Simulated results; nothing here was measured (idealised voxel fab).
Process module, titled voxel transistor to metal
Square cell edge 5 nm, section width 295 nm, ID cut.
The cross-sections in this document take the form of a grid made of square cells. They are written out as bands, in order from top to bottom. Each band consists of one or more rows of cells.
What a band's entry tells you: where the top is and where the bottom is, as heights in nm, and after that what lies inside, material by material from left to right, each with its width in nm. Empty space is written as the word "empty", and a single material marked with the word "everywhere" occupies the band from edge to edge.
Ref level 0: as-received wafer is one material below here. Bottom band extends down with no lower bound ("from 0 down").
A two-number width, for instance "30 to 40", indicates that the width is equal to the first number in the top row of the band and to the second number in the bottom row, and that it changes by a constant amount per row of cells.
You'll sometimes find "everything unchanged" written for a step, and that's the way of saying that nowhere in the cross-section did a cell change during that step.
"Closed internal voids": empty spaces of 8 cells or more with no open way to the top, each given as width x height at distance, distance from the left edge, all in nm.
It should be noted that, on the line of a given step, the content following the step's settings is a remark produced by the simulator itself with respect to that step.
The "overlay nm" setting may appear on a step's line; for a step that uses a mask, it gives how far to the right of its planned position the mask lay, and a negative value indicates the left.
List of planned process steps
1 RECEIVE, material Si
2 OXIDIZE, depth nm 5
3 CONFORMAL_DEP, material SiN, thk nm 15
4 DIRECTIONAL_DEP, material aC, thk nm 10
5 PATTERN, tone cover, mask id ACTIVE, material resist, width nm 95, pitch nm 125, thk nm 30, overlay nm 0
6 DIRECTIONAL_ETCH, etch materials aC, depth nm 10
7 STRIP, etch materials resist
8 DIRECTIONAL_ETCH, etch materials SiN, depth nm 15
9 DIRECTIONAL_ETCH, etch materials SiO2, depth nm 5
10 DIRECTIONAL_ETCH, etch materials Si, depth nm 35
11 STRIP, etch materials aC
12 OXIDIZE, depth nm 5
13 FILL_DEP, material SiO2, thk nm 15
14 CMP, height nm 15
15 SELECTIVE_ETCH, etch materials SiO2, depth nm 5
16 STRIP, etch materials SiN
17 SELECTIVE_ETCH, etch materials SiO2, depth nm 5
18 OXIDIZE, depth nm 5
19 DIRECTIONAL_DEP, material polySi, thk nm 30
20 DIRECTIONAL_DEP, material SiCN, thk nm 15
21 MASKED_ETCH, tone cover, mask id GATE, width nm 25, pitch nm 125, etch materials SiCN, depth nm 25, overlay nm 0
22 MASKED_ETCH, tone cover, mask id GATE, width nm 25, pitch nm 125, etch materials polySi, depth nm 40, overlay nm 0
23 CONFORMAL_DEP, material SiN, thk nm 5
24 DIRECTIONAL_ETCH, etch materials SiN, depth nm 5
25 DIRECTIONAL_ETCH, etch materials SiO2, depth nm 5
26 EPI, material nSi, thk nm 5
27 FILL_DEP, material SiO2, thk nm 5
28 CMP, height nm 40
29 DIRECTIONAL_DEP, material SiO2, thk nm 10
30 DIRECTIONAL_DEP, material aC, thk nm 10
31 PATTERN, tone open, mask id CONTACT, material resist, width nm 25, thk nm 30, overlay nm 0
32 DIRECTIONAL_ETCH, etch materials aC, depth nm 10
33 STRIP, etch materials resist
34 DIRECTIONAL_ETCH, etch materials SiO2, depth nm 55
35 STRIP, etch materials aC
36 CONFORMAL_DEP, material TiN, thk nm 5
37 FILL_DEP, material Ru, thk nm 10
38 CMP, height nm 50
39 DIRECTIONAL_DEP, material TiN, thk nm 5
40 DIRECTIONAL_DEP, material W, thk nm 15
41 DIRECTIONAL_DEP, material aC, thk nm 15
42 PATTERN, tone cover, mask id METAL_1, material resist, width nm 15, thk nm 35, overlay nm -15
43 DIRECTIONAL_ETCH, etch materials aC, depth nm 15
44 STRIP, etch materials resist
45 DIRECTIONAL_ETCH, etch materials W, depth nm 15
46 DIRECTIONAL_ETCH, etch materials TiN, depth nm 5
47 STRIP, etch materials aC
48 FILL_DEP, material SiO2, thk nm 5
49 CMP, height nm 70
50 CONFORMAL_DEP, material SiN, thk nm 5
It is noted that the wafers described herein are identical at the outset and are distinguished by the overlay nm of step 42; the value stated in the plan corresponds to the first wafer.
Step 1 complete: as-received cross-section of the first of several wafers
> from 0 down  Si everywhere
> Closed internal voids: none
wafer rows; end of module; cells per material since receipt: (+) gained, (-) lost; then closed voids
overlay nm -15; +120 Ru; -293 Si; +30 SiCN; +103 SiN; +693 SiO2; +112 TiN; +36 W; +24 nSi; +60 polySi; Closed internal voids: none
overlay nm -10; +120 Ru; -293 Si; +30 SiCN; +103 SiN; +693 SiO2; +112 TiN; +36 W; +24 nSi; +60 polySi; Closed internal voids: none
overlay nm -5; +120 Ru; -293 Si; +30 SiCN; +103 SiN; +693 SiO2; +112 TiN; +36 W; +24 nSi; +60 polySi; Closed internal voids: none
overlay nm 0; +120 Ru; -293 Si; +30 SiCN; +103 SiN; +693 SiO2; +112 TiN; +36 W; +24 nSi; +60 polySi; Closed internal voids: none
overlay nm 5; +120 Ru; -293 Si; +30 SiCN; +103 SiN; +693 SiO2; +112 TiN; +36 W; +24 nSi; +60 polySi; Closed internal voids: none
overlay nm 10; +120 Ru; -293 Si; +30 SiCN; +103 SiN; +693 SiO2; +112 TiN; +36 W; +24 nSi; +60 polySi; Closed internal voids: none
overlay nm 15; +120 Ru; -293 Si; +30 SiCN; +103 SiN; +693 SiO2; +112 TiN; +36 W; +24 nSi; +60 polySi; Closed internal voids: none
